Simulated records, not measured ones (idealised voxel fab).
process module | voxel capacitor over wiring
cross-section cut | 220 nm wide | cells 5 nm
A cross-section is a grid of square cells, given in bands from the top down. A band is one or more rows of cells.
Each band's line starts with the height of the band's top and of its bottom, in nm. Then come its materials from left to right, each with its width in nm. One material with "throughout" fills the band from edge to edge. "air" is empty space.
Height 0 is the level under which the wafer as received is all one material. The lowest band goes on downwards, as in "0 down".
A width such as "30 to 40" changes by the same amount from each row of cells to the next, from the band's top row to its bottom row.
"no change" after a step means that no cell of the cross-section changed.
closed voids: empty space of 8 cells or more with no open way to the top, each as width x height at its distance from the left edge, in nm
after a step's settings: what the simulator itself notes on the step
overlay nm, on a step with a mask: how far to the right of its planned place the mask lay; to the left if negative
plan
1 op RECEIVE | material Si
2 op CONFORMAL_DEP | material SiO2 | thk nm 10
3 op DIRECTIONAL_DEP | material TiN | thk nm 5
4 op DIRECTIONAL_DEP | material W | thk nm 20
5 op DIRECTIONAL_DEP | material aC | thk nm 10
6 op PATTERN | tone cover | mask id METAL_1 | material resist | width nm 20 | pitch nm 70 | thk nm 30 | overlay nm 0
7 op DIRECTIONAL_ETCH | etch materials aC | depth nm 10
8 op STRIP | etch materials resist
9 op DIRECTIONAL_ETCH | etch materials W | depth nm 20
10 op DIRECTIONAL_ETCH | etch materials TiN | depth nm 5
11 op STRIP | etch materials aC
12 op FILL_DEP | material SiO2 | thk nm 10
13 op CMP | height nm 35
14 op CONFORMAL_DEP | material SiCN | thk nm 5
15 op DIRECTIONAL_DEP | material SiO2 | thk nm 20
16 op PATTERN | tone open | mask id PLUG_1 | material resist | width nm 15 | thk nm 20 | overlay nm 0
17 op DIRECTIONAL_ETCH | etch materials SiO2 | depth nm 20
18 op DIRECTIONAL_ETCH | etch materials SiCN | depth nm 5
19 op STRIP | etch materials resist
20 op CONFORMAL_DEP | material TiN | thk nm 5
21 op FILL_DEP | material Cu | thk nm 5
22 op CMP | height nm 60
23 op DIRECTIONAL_DEP | material TiN | thk nm 10
24 op DIRECTIONAL_DEP | material HfO2 | thk nm 5
25 op DIRECTIONAL_DEP | material TiN | thk nm 5
26 op MASKED_ETCH | tone cover | mask id UPPER_PLATE | width nm 55 | etch materials TiN | depth nm 5 | overlay nm 0
27 op MASKED_ETCH | tone cover | mask id UPPER_PLATE | width nm 55 | etch materials HfO2 | depth nm 5 | overlay nm 0
28 op MASKED_ETCH | tone cover | mask id LOWER_PLATE | width nm 65 | etch materials TiN | depth nm 10 | overlay nm 0
29 op FILL_DEP | material SiO2 | thk nm 20
30 op CMP | height nm 95
31 op PATTERN | tone open | mask id PLUG_2 | material resist | width nm 15 | thk nm 15 | overlay nm 0
32 op DIRECTIONAL_ETCH | etch materials SiO2 | depth nm 15
33 op STRIP | etch materials resist
34 op CONFORMAL_DEP | material TiN | thk nm 5
35 op FILL_DEP | material Cu | thk nm 10
36 op CMP | height nm 95
37 op CONFORMAL_DEP | material SiN | thk nm 5
as received, after step 1
  0 down: Si throughout
  closed voids: none
first wafer at the end, as planned
  100 to 95: SiN throughout
  95 to 85: SiO2 80 | TiN 5 | Cu 5 | TiN 5 | SiO2 125
  85 to 75: SiO2 80 to 70 | TiN 15 to 55 | SiO2 125 to 95
  75 to 70: SiO2 70 | HfO2 55 | SiO2 95
  70 to 60: SiO2 65 | TiN 65 | SiO2 90
  60 to 40: SiO2 70 | TiN 5 | Cu 5 | TiN 5 | SiO2 135
  40 to 35: SiCN 70 | TiN 15 | SiCN 135
  35 to 15: SiO2 65 | W 20 | SiO2 50 | W 20 | SiO2 65
  15 to 10: SiO2 65 | TiN 20 | SiO2 50 | TiN 20 | SiO2 65
  10 to 0: SiO2 throughout
  0 down: Si throughout
  closed voids: none
second wafer at the end: like start, like plan, one mistake
  100 to 95: SiN throughout
  95 to 85: SiO2 70 | TiN 5 | Cu 5 | TiN 5 | SiO2 135
  85 to 75: SiO2 70 | TiN 15 to 55 | SiO2 135 to 95
  75 to 70: SiO2 70 | HfO2 55 | SiO2 95
  70 to 60: SiO2 65 | TiN 65 | SiO2 90
  60 to 40: SiO2 70 | TiN 5 | Cu 5 | TiN 5 | SiO2 135
  40 to 35: SiCN 70 | TiN 15 | SiCN 135
  35 to 15: SiO2 65 | W 20 | SiO2 50 | W 20 | SiO2 65
  15 to 10: SiO2 65 | TiN 20 | SiO2 50 | TiN 20 | SiO2 65
  10 to 0: SiO2 throughout
  0 down: Si throughout
  closed voids: none
what went wrong: step 31 ran as: op PATTERN | tone open | mask id PLUG_2 | material resist | width nm 15 | thk nm 15 | overlay nm -10
at the end the second wafer has, in cells: as many of each material as the first, in other places
